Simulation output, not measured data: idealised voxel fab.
This section sets out a process module, namely voxel self aligned vias.
230 nm wide, 5 nm square cells: that's cross-section cut.
Cross-section spec: square-cell grid; bands listed top down; each band is one or more rows. For a band, the entry starts with two heights in nm, that of the top and then that of the bottom, and carries on with the band's materials in order from left to right, each alongside its width in nm; the word "edge to edge" beside a single material means it fills the band edge to edge, and "empty" means empty space. Measure heights from 0. That's the level where, below it, the as-received wafer is all one material. The lowest band is bottomless and extends downward; write it as in "0 nm and below". Top row gets the first number, bottom row gets the second, and each row in between changes by the same step: that is how a band width like "30..40" works. Basically "no change" means that step didn't change any cell in the cross-section. The label "Closed void table" introduces a list of the empty spaces, 8 cells or larger, that have no open way up to the top; each entry in it reads width x height at distance, where the distance is taken from the left edge and all three are stated in nm. What comes after the settings on a step's line is commentary from the simulator itself on that step. The optional step-line setting "overlay nm" applies to steps with a mask and quantifies how far to the right of its planned location the mask lay, a negative value indicating leftward placement.
**Planned process steps**
1,RECEIVE,material Si
2,CONFORMAL_DEP,material SiO2,thk nm 15
3,CONFORMAL_DEP,material SiCN,thk nm 5
4,DIRECTIONAL_DEP,material lowk,thk nm 20
5,MASKED_ETCH,tone open,mask id LINES,width nm 30,pitch nm 55,etch materials lowk,depth nm 20,overlay nm 0
6,CONFORMAL_DEP,material TiN,thk nm 5
7,FILL_DEP,material W,thk nm 10
8,CMP,height nm 40
9,SELECTIVE_ETCH,etch materials W Ru TiN,depth nm 5
10,FILL_DEP,material SiN,thk nm 10
11,CMP,height nm 40
12,DIRECTIONAL_DEP,material lowk,thk nm 20
13,DIRECTIONAL_DEP,material aC,thk nm 15
14,PATTERN,tone open,mask id VIAS,material resist,width nm 40,thk nm 30,overlay nm 0
15,DIRECTIONAL_ETCH,etch materials aC,depth nm 15
16,STRIP,etch materials resist
17,DIRECTIONAL_ETCH,etch materials lowk,depth nm 20
18,DIRECTIONAL_ETCH,etch materials SiN,depth nm 5
19,STRIP,etch materials aC
20,CONFORMAL_DEP,material TiN,thk nm 5
21,FILL_DEP,material W,thk nm 10
22,CMP,height nm 60
23,CONFORMAL_DEP,material SiN,thk nm 5
**Received-state cross-section, reflecting completion of step 1**
* 0 nm and below | Si edge to edge
* Closed void table: none
**First of two wafers: cross-section at end of module, run per plan**
* 65 nm to 60 nm | SiN edge to edge
* 60 nm to 45 nm | 65 lowk, then 5 TiN, then 30 W, then 5 TiN, then 125 lowk
* 45 nm to 40 nm | 65 lowk, then 10 TiN, then 20 W, then 10 TiN, then 125 lowk
* 40 nm to 35 nm | 70 lowk, then 30 TiN, then 25 lowk, then 30 SiN, then 75 lowk
* 35 nm to 25 nm | 70 lowk, then 5 TiN, then 20 W, then 5 TiN, then 25 lowk, then 5 TiN, then 20 W, then 5 TiN, then 75 lowk
* 25 nm to 20 nm | 70 lowk, then 30 TiN, then 25 lowk, then 30 TiN, then 75 lowk
* 20 nm to 15 nm | SiCN edge to edge
* 15 nm to 0 nm | SiO2 edge to edge
* 0 nm and below | Si edge to edge
* Closed void table: none
**second wafer at the end: like start, like plan, one mistake**
* 65 nm to 60 nm | SiN edge to edge
* 60 nm to 45 nm | 65 lowk, then 5 TiN, then 30 W, then 5 TiN, then 125 lowk
* 45 nm to 40 nm | 65 lowk, then 40 TiN, then 125 lowk
* 40 nm to 35 nm | 70 lowk, then 30 W, then 25 lowk, then 30 W, then 75 lowk
* 35 nm to 25 nm | 70 lowk, then 5 TiN, then 20 W, then 5 TiN, then 25 lowk, then 5 TiN, then 20 W, then 5 TiN, then 75 lowk
* 25 nm to 20 nm | 70 lowk, then 30 TiN, then 25 lowk, then 30 TiN, then 75 lowk
* 20 nm to 15 nm | SiCN edge to edge
* 15 nm to 0 nm | SiO2 edge to edge
* 0 nm and below | Si edge to edge
* Closed void table: none
Deviation noted in wafer processing: step 10 ran as: FILL_DEP,material W,thk nm 10
The closing comparison, in cells, has the second wafer with more or fewer of some materials than the first: -6 SiN, -2 TiN, +8 W
